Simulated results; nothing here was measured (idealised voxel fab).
Module name: voxel wiring stack (process module)
Section cut is 180 nm wide and gridded with 5 nm square cells.
Square cells in a grid make up a cross-section in this document, and the grid is given as bands, listed from the top down, each one or more rows of cells.
Top height, bottom height, nm. Materials left to right, width each, nm. Single material + "throughout" = fills band edge to edge. "empty" = empty.
We count height from 0. Below that, the starting wafer is all one material. The lowest band never ends at the bottom but goes on down; see "from 0 down" for how that is written.
Width spec "30->40" -> top row of cells at first value, bottom row at second value, equal per-row change in between.
Key: "left unchanged" - step with no changed cell in the cross-section.
"Fully closed voids" - sealed voids, min. 8 cells, no opening to top; format: width x height at distance (distance from left edge; nm throughout).
Whatever follows a step's settings on its line is a remark the simulator itself makes about that step.
Regarding "overlay nm": on a step with a mask, it is the distance the mask lay to the right of its planned place; a negative value places it to the left.
# Intended process steps
1 RECEIVE: material Si
2 CONFORMAL_DEP: material SiO2, thk nm 10
3 DIRECTIONAL_DEP: material TiN, thk nm 5
4 DIRECTIONAL_DEP: material Ru, thk nm 15
5 MASKED_ETCH: tone cover, mask id METAL_1, width nm 30, pitch nm 50, etch materials Ru, depth nm 15, overlay nm 0
6 MASKED_ETCH: tone cover, mask id METAL_1, width nm 30, pitch nm 50, etch materials TiN, depth nm 5, overlay nm 0
7 CONFORMAL_DEP: material SiCN, thk nm 5
8 FILL_DEP: material SiO2, thk nm 10
9 CMP: height nm 30
10 CONFORMAL_DEP: material SiCN, thk nm 5
11 DIRECTIONAL_DEP: material SiO2, thk nm 30
12 MASKED_ETCH: tone open, mask id METAL_2_HOLES, width nm 15, pitch nm 50, etch materials SiO2, depth nm 30, overlay nm 0
13 PATTERN: tone open, mask id METAL_2, material resist, width nm 30, pitch nm 50, thk nm 20, overlay nm 0
14 DIRECTIONAL_ETCH: etch materials SiO2, depth nm 20
15 DIRECTIONAL_ETCH: etch materials SiCN, depth nm 5
16 STRIP: etch materials resist
17 CONFORMAL_DEP: material TiN, thk nm 5
18 FILL_DEP: material Ru, thk nm 5
19 CMP: height nm 65
20 CONFORMAL_DEP: material SiCN, thk nm 5
21 DIRECTIONAL_DEP: material SiO2, thk nm 25
22 PATTERN: tone open, mask id METAL_3, material resist, width nm 30, pitch nm 50, thk nm 20, overlay nm 0
23 DIRECTIONAL_ETCH: etch materials SiO2, depth nm 15
24 STRIP: etch materials resist
25 MASKED_ETCH: tone open, mask id METAL_3_HOLES, width nm 15, etch materials SiO2, depth nm 10, overlay nm 0
26 MASKED_ETCH: tone open, mask id METAL_3_HOLES, width nm 15, etch materials SiCN, depth nm 5, overlay nm 0
27 CONFORMAL_DEP: material TiN, thk nm 5
28 FILL_DEP: material Ru, thk nm 10
29 CMP: height nm 95
30 CONFORMAL_DEP: material SiCN, thk nm 5
31 DIRECTIONAL_DEP: material lowk, thk nm 35
32 MASKED_ETCH: tone open, mask id METAL_4, width nm 30, pitch nm 50, etch materials lowk, depth nm 20, overlay nm 0
33 MASKED_ETCH: tone open, mask id METAL_4_HOLES, width nm 15, pitch nm 50, etch materials lowk, depth nm 15, overlay nm 0
34 MASKED_ETCH: tone open, mask id METAL_4_HOLES, width nm 15, pitch nm 50, etch materials SiCN, depth nm 5, overlay nm 0
35 CONFORMAL_DEP: material TiN, thk nm 5
36 FILL_DEP: material Ru, thk nm 5
37 CMP: height nm 135
38 CONFORMAL_DEP: material SiCN, thk nm 5
# This is the cross-section of the wafer as we received it, i.e. after step 1
> from 0 down | Si throughout
> Fully closed voids: none
# Looking at the first of two wafers in cross-section at end of module - ran to plan
> from 140 to 135 | SiCN throughout
> from 135 to 120 | lowk: 50; TiN: 5; Ru: 20; TiN: 5; lowk: 20; TiN: 5; Ru: 20; TiN: 5; lowk: 50
> from 120 to 115 | lowk: 50; TiN: 5; Ru: 5; TiN: 20; lowk: 20; TiN: 5; Ru: 5; TiN: 20; lowk: 50
> from 115 to 100 | lowk: 50; TiN: 5; Ru: 5; TiN: 5; lowk: 35; TiN: 5; Ru: 5; TiN: 5; lowk: 65
> from 100 to 95 | SiCN: 50; TiN: 15; SiCN: 35; TiN: 15; SiCN: 65
> from 95 to 85 | SiO2: 50; TiN: 5; Ru: 20; TiN: 5; SiO2: 20; TiN: 5; Ru: 20; TiN: 5; SiO2: 50
> from 85 to 80 | SiO2: 50; TiN: 5; Ru: 5; TiN: 20; SiO2: 20; TiN: 30; SiO2: 50
> from 80 to 70 | SiO2: 50; TiN: 5; Ru: 5; TiN: 5; SiO2: 115
> from 70 to 65 | SiCN: 50; TiN: 15; SiCN: 115
> from 65 to 50 | SiO2: 50; TiN: 5; Ru: 20; TiN: 5; SiO2: 20; TiN: 5; Ru: 20; TiN: 5; SiO2: 50
> from 50 to 45 | SiO2: 50; TiN: 5; Ru: 5; TiN: 20; SiO2: 20; TiN: 5; Ru: 5; TiN: 20; SiO2: 50
> from 45 to 35 | SiO2: 50; TiN: 5; Ru: 5; TiN: 5; SiO2: 35; TiN: 5; Ru: 5; TiN: 5; SiO2: 65
> from 35 to 30 | SiCN: 50; TiN: 15; SiCN: 35; TiN: 15; SiCN: 65
> from 30 to 15 | SiO2: 45; SiCN: 5; Ru: 30; SiCN: 5; SiO2: 10; SiCN: 5; Ru: 30; SiCN: 5; SiO2: 45
> from 15 to 10 | SiCN: 50; TiN: 30; SiCN: 20; TiN: 30; SiCN: 50
> from 10 to 0 | SiO2 throughout
> from 0 down | Si throughout
> Fully closed voids: none
# Module end: cross-section of wafer two of two. Same start and process plan as the first wafer. One mistake during execution
> from 140 to 135 | SiCN throughout
> from 135 to 120 | lowk: 50; TiN: 5; Ru: 20; TiN: 5; lowk: 20; TiN: 5; Ru: 20; TiN: 5; lowk: 50
> from 120 to 115 | lowk: 50; TiN: 5; Ru: 5; TiN: 20; lowk: 20; TiN: 5; Ru: 5; TiN: 20; lowk: 50
> from 115 to 100 | lowk: 50; TiN: 5; Ru: 5; TiN: 5; lowk: 35; TiN: 5; Ru: 5; TiN: 5; lowk: 65
> from 100 to 95 | SiCN: 50; TiN: 15; SiCN: 35; TiN: 15; SiCN: 65
> from 95 to 70 | SiO2 throughout
> from 70 to 65 | SiCN throughout
> from 65 to 50 | SiO2: 50; TiN: 5; Ru: 20; TiN: 5; SiO2: 20; TiN: 5; Ru: 20; TiN: 5; SiO2: 50
> from 50 to 45 | SiO2: 50; TiN: 5; Ru: 5; TiN: 20; SiO2: 20; TiN: 5; Ru: 5; TiN: 20; SiO2: 50
> from 45 to 35 | SiO2: 50; TiN: 5; Ru: 5; TiN: 5; SiO2: 35; TiN: 5; Ru: 5; TiN: 5; SiO2: 65
> from 35 to 30 | SiCN: 50; TiN: 15; SiCN: 35; TiN: 15; SiCN: 65
> from 30 to 15 | SiO2: 45; SiCN: 5; Ru: 30; SiCN: 5; SiO2: 10; SiCN: 5; Ru: 30; SiCN: 5; SiO2: 45
> from 15 to 10 | SiCN: 50; TiN: 30; SiCN: 20; TiN: 30; SiCN: 50
> from 10 to 0 | SiO2 throughout
> from 0 down | Si throughout
> Fully closed voids: none
Error vs. plan: heads up, step 21 of the plan got done twice
Final comparison by cell count, materials where the second wafer has more or fewer than the first: Ru: 19 fewer | SiCN: 3 more | SiO2: 42 more | TiN: 26 fewer
